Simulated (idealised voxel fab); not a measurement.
process module | voxel wiring stack
cross-section cut | 290 nm wide | cells 5 nm
A cross-section is a grid of square cells, given in bands from the top down. A band is one or more rows of cells.
Each band's line starts with the height of the band's top and of its bottom, in nm. Then come its materials from left to right, each with its width in nm. One material with "throughout" fills the band from edge to edge. "air" is empty space.
Height 0 is the level under which the wafer as received is all one material. The lowest band goes on downwards, as in "0 down".
A width such as "30 to 40" changes by the same amount from each row of cells to the next, from the band's top row to its bottom row.
"no change" after a step means that no cell of the cross-section changed.
closed voids: empty space of 8 cells or more with no open way to the top, each as width x height at its distance from the left edge, in nm
after a step's settings: what the simulator itself notes on the step
overlay nm, on a step with a mask: how far to the right of its planned place the mask lay; to the left if negative
plan
1 op RECEIVE | material Si
2 op CONFORMAL_DEP | material SiO2 | thk nm 15
3 op CONFORMAL_DEP | material SiCN | thk nm 5
4 op DIRECTIONAL_DEP | material lowk | thk nm 20
5 op DIRECTIONAL_DEP | material aC | thk nm 10
6 op PATTERN | tone open | mask id METAL_1 | material resist | width nm 30 | pitch nm 45 | thk nm 25 | overlay nm 0
7 op DIRECTIONAL_ETCH | etch materials aC | depth nm 10
8 op STRIP | etch materials resist
9 op DIRECTIONAL_ETCH | etch materials lowk | depth nm 20
10 op DIRECTIONAL_ETCH | etch materials SiCN | depth nm 5
11 op STRIP | etch materials aC
12 op CONFORMAL_DEP | material TiN | thk nm 5
13 op FILL_DEP | material Cu | thk nm 10
14 op CMP | height nm 40
15 op CONFORMAL_DEP | material SiCN | thk nm 5
16 op DIRECTIONAL_DEP | material SiO2 | thk nm 15
17 op PATTERN | tone open | mask id PLUG_1 | material resist | width nm 15 | pitch nm 45 | thk nm 15 | overlay nm 0
18 op DIRECTIONAL_ETCH | etch materials SiO2 | depth nm 15
19 op DIRECTIONAL_ETCH | etch materials SiCN | depth nm 5
20 op STRIP | etch materials resist
21 op EPI | material Ru | thk nm 10
22 op EPI | material Ru | thk nm 10
23 op CONFORMAL_DEP | material SiCN | thk nm 5
24 op DIRECTIONAL_DEP | material lowk | thk nm 20
25 op MASKED_ETCH | tone open | mask id METAL_2 | width nm 30 | pitch nm 45 | etch materials lowk | depth nm 20 | overlay nm 0
26 op MASKED_ETCH | tone open | mask id METAL_2 | width nm 30 | pitch nm 45 | etch materials SiCN | depth nm 5 | overlay nm 0
27 op CONFORMAL_DEP | material TiN | thk nm 5
28 op FILL_DEP | material W | thk nm 10
29 op CMP | height nm 85
30 op CONFORMAL_DEP | material SiCN | thk nm 5
31 op DIRECTIONAL_DEP | material lowk | thk nm 25
32 op PATTERN | tone open | mask id METAL_3_HOLES | material resist | width nm 15 | pitch nm 90 | thk nm 15 | overlay nm 0
33 op DIRECTIONAL_ETCH | etch materials lowk | depth nm 25
34 op STRIP | etch materials resist
35 op DIRECTIONAL_DEP | material aC | thk nm 15
36 op PATTERN | tone open | mask id METAL_3 | material resist | width nm 30 | pitch nm 45 | thk nm 35 | overlay nm 0
37 op DIRECTIONAL_ETCH | etch materials aC | depth nm 15
38 op STRIP | etch materials resist
39 op DIRECTIONAL_ETCH | etch materials lowk | depth nm 15
40 op DIRECTIONAL_ETCH | etch materials SiCN | depth nm 5
41 op STRIP | etch materials aC
42 op CONFORMAL_DEP | material TiN | thk nm 5
43 op FILL_DEP | material Cu | thk nm 5
44 op CMP | height nm 115
45 op CONFORMAL_DEP | material SiCN | thk nm 5
as received, after step 1
  0 down: Si throughout
  closed voids: none
first wafer at the end, as planned
  120 to 115: SiCN throughout
  115 to 105: lowk 60 | TiN 5 | Cu 20 | TiN 5 | lowk 15 | TiN 5 | Cu 20 | TiN 5 | lowk 15 | TiN 5 | Cu 20 | TiN 5 | lowk 15 | TiN 5 | Cu 20 | TiN 5 | lowk 65
  105 to 100: lowk 60 | TiN 5 | Cu 5 | TiN 20 | lowk 15 | TiN 30 | lowk 15 | TiN 5 | Cu 5 | TiN 20 | lowk 15 | TiN 30 | lowk 65
  100 to 90: lowk 60 | TiN 5 | Cu 5 | TiN 5 | lowk 75 | TiN 5 | Cu 5 | TiN 5 | lowk 125
  90 to 85: SiCN 60 | TiN 15 | SiCN 75 | TiN 15 | SiCN 125
  85 to 65: lowk 60 | TiN 5 | W 20 | TiN 5 | lowk 15 | TiN 5 | W 20 | TiN 5 | lowk 15 | TiN 5 | W 20 | TiN 5 | lowk 15 | TiN 5 | W 20 | TiN 5 | lowk 65
  65 to 60: SiCN 60 | TiN 30 | SiCN 15 | TiN 30 | SiCN 15 | TiN 30 | SiCN 15 | TiN 30 | SiCN 65
  60 to 45: SiO2 60 | Ru 15 | SiO2 30 | Ru 15 | SiO2 30 | Ru 15 | SiO2 30 | Ru 15 | SiO2 80
  45 to 40: SiCN 60 | Ru 15 | SiCN 30 | Ru 15 | SiCN 30 | Ru 15 | SiCN 30 | Ru 15 | SiCN 80
  40 to 20: lowk 60 | TiN 5 | Cu 20 | TiN 5 | lowk 15 | TiN 5 | Cu 20 | TiN 5 | lowk 15 | TiN 5 | Cu 20 | TiN 5 | lowk 15 | TiN 5 | Cu 20 | TiN 5 | lowk 65
  20 to 15: SiCN 60 | TiN 30 | SiCN 15 | TiN 30 | SiCN 15 | TiN 30 | SiCN 15 | TiN 30 | SiCN 65
  15 to 0: SiO2 throughout
  0 down: Si throughout
  closed voids: none
second wafer at the end: like start, like plan, one mistake
  120 to 115: SiCN throughout
  115 to 105: lowk 60 | TiN 5 | Cu 20 | TiN 5 | lowk 15 | TiN 5 | Cu 20 | TiN 5 | lowk 15 | TiN 5 | Cu 20 | TiN 5 | lowk 15 | TiN 5 | Cu 20 | TiN 5 | lowk 65
  105 to 100: lowk 60 | TiN 15 | Cu 5 | TiN 10 | lowk 15 | TiN 30 | lowk 15 | TiN 15 | Cu 5 | TiN 10 | lowk 15 | TiN 30 | lowk 65
  100 to 90: lowk 70 | TiN 5 | Cu 5 | TiN 5 | lowk 75 | TiN 5 | Cu 5 | TiN 5 | lowk 115
  90 to 85: SiCN 70 | TiN 15 | SiCN 75 | TiN 15 | SiCN 115
  85 to 65: lowk 60 | TiN 5 | W 20 | TiN 5 | lowk 15 | TiN 5 | W 20 | TiN 5 | lowk 15 | TiN 5 | W 20 | TiN 5 | lowk 15 | TiN 5 | W 20 | TiN 5 | lowk 65
  65 to 60: SiCN 60 | TiN 30 | SiCN 15 | TiN 30 | SiCN 15 | TiN 30 | SiCN 15 | TiN 30 | SiCN 65
  60 to 45: SiO2 60 | Ru 15 | SiO2 30 | Ru 15 | SiO2 30 | Ru 15 | SiO2 30 | Ru 15 | SiO2 80
  45 to 40: SiCN 60 | Ru 15 | SiCN 30 | Ru 15 | SiCN 30 | Ru 15 | SiCN 30 | Ru 15 | SiCN 80
  40 to 20: lowk 60 | TiN 5 | Cu 20 | TiN 5 | lowk 15 | TiN 5 | Cu 20 | TiN 5 | lowk 15 | TiN 5 | Cu 20 | TiN 5 | lowk 15 | TiN 5 | Cu 20 | TiN 5 | lowk 65
  20 to 15: SiCN 60 | TiN 30 | SiCN 15 | TiN 30 | SiCN 15 | TiN 30 | SiCN 15 | TiN 30 | SiCN 65
  15 to 0: SiO2 throughout
  0 down: Si throughout
  closed voids: none
what went wrong: step 32 ran as: op PATTERN | tone open | mask id METAL_3_HOLES | material resist | width nm 15 | pitch nm 90 | thk nm 15 | overlay nm 10
at the end the second wafer has, in cells: as many of each material as the first, in other places
